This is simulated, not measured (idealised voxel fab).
voxel double patterning: a process module
Xsec cut, 175 nm wide, square cell size 5 nm.
Format of a cross-section: grid, square cells. Given as bands. Order: top down. Band: one or more rows of cells.
What a band's entry tells you: where the top is and where the bottom is, as heights in nm, and after that what lies inside, material by material from left to right, each with its width in nm. Empty space is written as the word "air", and a single material marked with the word "all across" occupies the band from edge to edge.
Counting heights begins at 0, where everything beneath is, in the wafer as received, one material. The lowest band has no bottom; it goes on downwards, as "z 0 and below" shows.
Width spec "30->40" -> top row of cells at first value, bottom row at second value, equal per-row change in between.
It should be understood that the words "identical to before", when stated for a given step, signify that the cross-section underwent no change in any of its cells during that step.
"Listed closed voids" means: voids of 8 cells or more that are shut off from the top with no open way through. Written width x height at distance, distance from the left edge, in nm.
What comes after the settings on a step's line is commentary from the simulator itself on that step.
Steps that use a mask can have "overlay nm" on their line. It says how far the mask sat to the right of where it was meant to be. Negative means to the left.

Set out below are the planned steps of the process:
| 1 | RECEIVE [material Si] |
| 2 | CONFORMAL_DEP [material SiO2] [thk nm 5] |
| 3 | DIRECTIONAL_DEP [material W] [thk nm 10] |
| 4 | DIRECTIONAL_DEP [material SiCN] [thk nm 10] |
| 5 | DIRECTIONAL_DEP [material aC] [thk nm 10] |
| 6 | PATTERN [tone open] [mask id FIRST] [material resist] [width nm 15] [pitch nm 50] [thk nm 30] [overlay nm 0] |
| 7 | DIRECTIONAL_ETCH [etch materials aC] [depth nm 10] |
| 8 | STRIP [etch materials resist] |
| 9 | DIRECTIONAL_ETCH [etch materials SiCN] [depth nm 10] |
| 10 | STRIP [etch materials aC] |
| 11 | PATTERN [tone open] [mask id SECOND] [material resist] [width nm 15] [thk nm 20] [overlay nm 0] |
| 12 | DIRECTIONAL_ETCH [etch materials SiCN] [depth nm 10] |
| 13 | STRIP [etch materials resist] |
| 14 | DIRECTIONAL_ETCH [etch materials W] [depth nm 10] |
| 15 | STRIP [etch materials SiCN] |

What follows covers the first of two wafers; it ran as planned:

as received, after step 1:
  z 0 and below | Si all across
  Listed closed voids: none

You're looking at a cross-section of the wafer after step 2:
  z 5 to 0 | SiO2 all across
  Rest of section, below 0: as before.

You're looking at a cross-section of the wafer after step 3:
  z 15 to 5 | W all across
  Rest of section, below 5: as before.

You're looking at a cross-section of the wafer after step 4:
  z 25 to 15 | SiCN all across
  Rest of section, below 15: as before.

You're looking at a cross-section of the wafer after step 5:
  z 35 to 25 | aC all across
  Rest of section, below 25: as before.

You're looking at a cross-section of the wafer after step 6:
  z 65 to 35 | resist (55), air (15), resist (35), air (15), resist (55)
  Rest of section, below 35: as before.

You're looking at a cross-section of the wafer after step 7:
  z 55 to 35 | resist (55), air (15), resist (35), air (15), resist (55)
  z 35 to 25 | aC (55), air (15), aC (35), air (15), aC (55)
  Rest of section, below 25: as before.

You're looking at a cross-section of the wafer after step 8:
  z 35 to 25 | aC (55), air (15), aC (35), air (15), aC (55)
  Rest of section, below 25: as before.

You're looking at a cross-section of the wafer after step 9:
  z 35 to 25 | aC (55), air (15), aC (35), air (15), aC (55)
  z 25 to 15 | SiCN (55), air (15), SiCN (35), air (15), SiCN (55)
  Rest of section, below 15: as before.

You're looking at a cross-section of the wafer after step 10:
  z 25 to 15 | SiCN (55), air (15), SiCN (35), air (15), SiCN (55)
  Rest of section, below 15: as before.

You're looking at a cross-section of the wafer after step 11:
  z 45 to 25 | resist (80), air (15), resist (80)
  z 25 to 15 | SiCN (55), resist (15), SiCN (35), resist (15), SiCN (55)
  Rest of section, below 15: as before.

You're looking at a cross-section of the wafer after step 12:
  z 45 to 25 | resist (80), air (15), resist (80)
  z 25 to 15 | SiCN (55), resist (15), SiCN (10), air (15), SiCN (10), resist (15), SiCN (55)
  Rest of section, below 15: as before.

You're looking at a cross-section of the wafer after step 13:
  z 25 to 15 | SiCN (55), air (15), SiCN (10), air (15), SiCN (10), air (15), SiCN (55)
  Rest of section, below 15: as before.

You're looking at a cross-section of the wafer after step 14:
  z 25 to 15 | SiCN (55), air (15), SiCN (10), air (15), SiCN (10), air (15), SiCN (55)
  z 15 to 5 | W (55), air (15), W (10), air (15), W (10), air (15), W (55)
  Rest of section, below 5: as before.

You're looking at a cross-section of the wafer after step 15:
  z 15 to 5 | W (55), air (15), W (10), air (15), W (10), air (15), W (55)
  Rest of section, below 5: as before.

What follows concerns the second wafer, which started out like the first and was meant to follow the very same plan; one mistake crept in when it was run, but everything up to and including step 1 is the same as for the first wafer:

Look at the second wafer in cross-section at the time step 2 ought to have finished: identical to before

Look at the second wafer in cross-section at the time step 3 ought to have finished:
  z 10 to 0 | W all across
  Rest of section, below 0: as before.

Look at the second wafer in cross-section at the time step 4 ought to have finished:
  z 20 to 10 | SiCN all across
  Rest of section, below 10: as before.

Look at the second wafer in cross-section at the time step 5 ought to have finished:
  z 30 to 20 | aC all across
  Rest of section, below 20: as before.

Look at the second wafer in cross-section at the time step 6 ought to have finished:
  z 60 to 30 | resist (55), air (15), resist (35), air (15), resist (55)
  Rest of section, below 30: as before.

Look at the second wafer in cross-section at the time step 7 ought to have finished:
  z 50 to 30 | resist (55), air (15), resist (35), air (15), resist (55)
  z 30 to 20 | aC (55), air (15), aC (35), air (15), aC (55)
  Rest of section, below 20: as before.

Look at the second wafer in cross-section at the time step 8 ought to have finished:
  z 30 to 20 | aC (55), air (15), aC (35), air (15), aC (55)
  Rest of section, below 20: as before.

Look at the second wafer in cross-section at the time step 9 ought to have finished:
  z 30 to 20 | aC (55), air (15), aC (35), air (15), aC (55)
  z 20 to 10 | SiCN (55), air (15), SiCN (35), air (15), SiCN (55)
  Rest of section, below 10: as before.

Look at the second wafer in cross-section at the time step 10 ought to have finished:
  z 20 to 10 | SiCN (55), air (15), SiCN (35), air (15), SiCN (55)
  Rest of section, below 10: as before.

Look at the second wafer in cross-section at the time step 11 ought to have finished:
  z 40 to 20 | resist (80), air (15), resist (80)
  z 20 to 10 | SiCN (55), resist (15), SiCN (35), resist (15), SiCN (55)
  Rest of section, below 10: as before.

Look at the second wafer in cross-section at the time step 12 ought to have finished:
  z 40 to 20 | resist (80), air (15), resist (80)
  z 20 to 10 | SiCN (55), resist (15), SiCN (10), air (15), SiCN (10), resist (15), SiCN (55)
  Rest of section, below 10: as before.

Look at the second wafer in cross-section at the time step 13 ought to have finished:
  z 20 to 10 | SiCN (55), air (15), SiCN (10), air (15), SiCN (10), air (15), SiCN (55)
  Rest of section, below 10: as before.

Look at the second wafer in cross-section at the time step 14 ought to have finished:
  z 20 to 10 | SiCN (55), air (15), SiCN (10), air (15), SiCN (10), air (15), SiCN (55)
  z 10 to 0 | W (55), air (15), W (10), air (15), W (10), air (15), W (55)
  Rest of section, below 0: as before.

Look at the second wafer in cross-section at the time step 15 ought to have finished:
  z 10 to 0 | W (55), air (15), W (10), air (15), W (10), air (15), W (55)
  Rest of section, below 0: as before.
In executing the process, a mistake was made relative to the plan: with respect to the plan, step 2 was omitted and not executed
End check, counted in cells, second wafer has more or fewer of these materials than the first: -35 SiO2
